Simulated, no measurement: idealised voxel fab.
process module | voxel tone inversion
cross-section cut | 210 nm wide | cells 5 nm
A cross-section is a grid of square cells, given in bands from the top down. A band is one or more rows of cells.
Each band's line starts with the height of the band's top and of its bottom, in nm. Then come its materials from left to right, each with its width in nm. One material with "throughout" fills the band from edge to edge. "air" is empty space.
Height 0 is the level under which the wafer as received is all one material. The lowest band goes on downwards, as in "0 down".
A width such as "30 to 40" changes by the same amount from each row of cells to the next, from the band's top row to its bottom row.
"no change" after a step means that no cell of the cross-section changed.
closed voids: empty space of 8 cells or more with no open way to the top, each as width x height at its distance from the left edge, in nm
after a step's settings: what the simulator itself notes on the step
overlay nm, on a step with a mask: how far to the right of its planned place the mask lay; to the left if negative
plan
1 op RECEIVE | material Si
2 op CONFORMAL_DEP | material SiCN | thk nm 5
3 op DIRECTIONAL_DEP | material aC | thk nm 25
4 op PATTERN | tone cover | mask id POSTS | material resist | width nm 15 | pitch nm 40 | thk nm 30 | overlay nm 0
5 op DIRECTIONAL_ETCH | etch materials aC | depth nm 25
6 op STRIP | etch materials resist
7 op FILL_DEP | material lowk | thk nm 5
8 op CMP | height nm 30
9 op STRIP | etch materials aC
10 op CONFORMAL_DEP | material TiN | thk nm 5
11 op FILL_DEP | material Ru | thk nm 10
12 op CMP | height nm 30
13 op CONFORMAL_DEP | material SiCN | thk nm 5
first wafer, as planned
as received, after step 1
  0 down: Si throughout
  closed voids: none
after step 2
  5 to 0: SiCN throughout
  below 0: unchanged
after step 3
  30 to 5: aC throughout
  below 5: unchanged
after step 4
  60 to 30: air 75 | resist 15 | air 25 | resist 15 | air 80
  below 30: unchanged
after step 5
  35 to 30: air 75 | resist 15 | air 25 | resist 15 | air 80
  30 to 5: air 75 | aC 15 | air 25 | aC 15 | air 80
  below 5: unchanged
after step 6
  30 to 5: air 75 | aC 15 | air 25 | aC 15 | air 80
  below 5: unchanged
after step 7
  35 to 30: lowk throughout
  30 to 5: lowk 75 | aC 15 | lowk 25 | aC 15 | lowk 80
  below 5: unchanged
after step 8
  30 to 5: lowk 75 | aC 15 | lowk 25 | aC 15 | lowk 80
  below 5: unchanged
after step 9
  30 to 5: lowk 75 | air 15 | lowk 25 | air 15 | lowk 80
  below 5: unchanged
after step 10
  35 to 30: TiN 80 | air 5 | TiN 35 | air 5 | TiN 85
  30 to 10: lowk 75 | TiN 5 | air 5 | TiN 5 | lowk 25 | TiN 5 | air 5 | TiN 5 | lowk 80
  10 to 5: lowk 75 | TiN 15 | lowk 25 | TiN 15 | lowk 80
  below 5: unchanged
after step 11
  45 to 35: Ru throughout
  35 to 30: TiN 80 | Ru 5 | TiN 35 | Ru 5 | TiN 85
  30 to 10: lowk 75 | TiN 5 | Ru 5 | TiN 5 | lowk 25 | TiN 5 | Ru 5 | TiN 5 | lowk 80
  below 10: unchanged
after step 12
  30 to 10: lowk 75 | TiN 5 | Ru 5 | TiN 5 | lowk 25 | TiN 5 | Ru 5 | TiN 5 | lowk 80
  below 10: unchanged
after step 13
  35 to 30: SiCN throughout
  below 30: unchanged
second wafer: like start, like plan, one mistake. Through step 5 it matches the first wafer
when step 6 should have ended
  30 to 5: air 75 | aC 15 | air 25 | aC 15 | air 80
  below 5: unchanged
when step 7 should have ended
  35 to 30: lowk throughout
  30 to 5: lowk 75 | aC 15 | lowk 25 | aC 15 | lowk 80
  below 5: unchanged
when step 8 should have ended
  30 to 5: lowk 75 | aC 15 | lowk 25 | aC 15 | lowk 80
  below 5: unchanged
when step 9 should have ended
  30 to 5: lowk 75 | air 15 | lowk 25 | air 15 | lowk 80
  below 5: unchanged
when step 10 should have ended
  35 to 30: TiN 80 | air 5 | TiN 35 | air 5 | TiN 85
  30 to 10: lowk 75 | TiN 5 | air 5 | TiN 5 | lowk 25 | TiN 5 | air 5 | TiN 5 | lowk 80
  10 to 5: lowk 75 | TiN 15 | lowk 25 | TiN 15 | lowk 80
  below 5: unchanged
when step 11 should have ended
  45 to 35: Ru throughout
  35 to 30: TiN 80 | Ru 5 | TiN 35 | Ru 5 | TiN 85
  30 to 10: lowk 75 | TiN 5 | Ru 5 | TiN 5 | lowk 25 | TiN 5 | Ru 5 | TiN 5 | lowk 80
  below 10: unchanged
when step 12 should have ended
  30 to 10: lowk 75 | TiN 5 | Ru 5 | TiN 5 | lowk 25 | TiN 5 | Ru 5 | TiN 5 | lowk 80
  below 10: unchanged
when step 13 should have ended
  35 to 30: SiCN throughout
  below 30: unchanged
what went wrong: step 6 was run twice
at the end the two cross-sections are the same: no effect in what this model computes
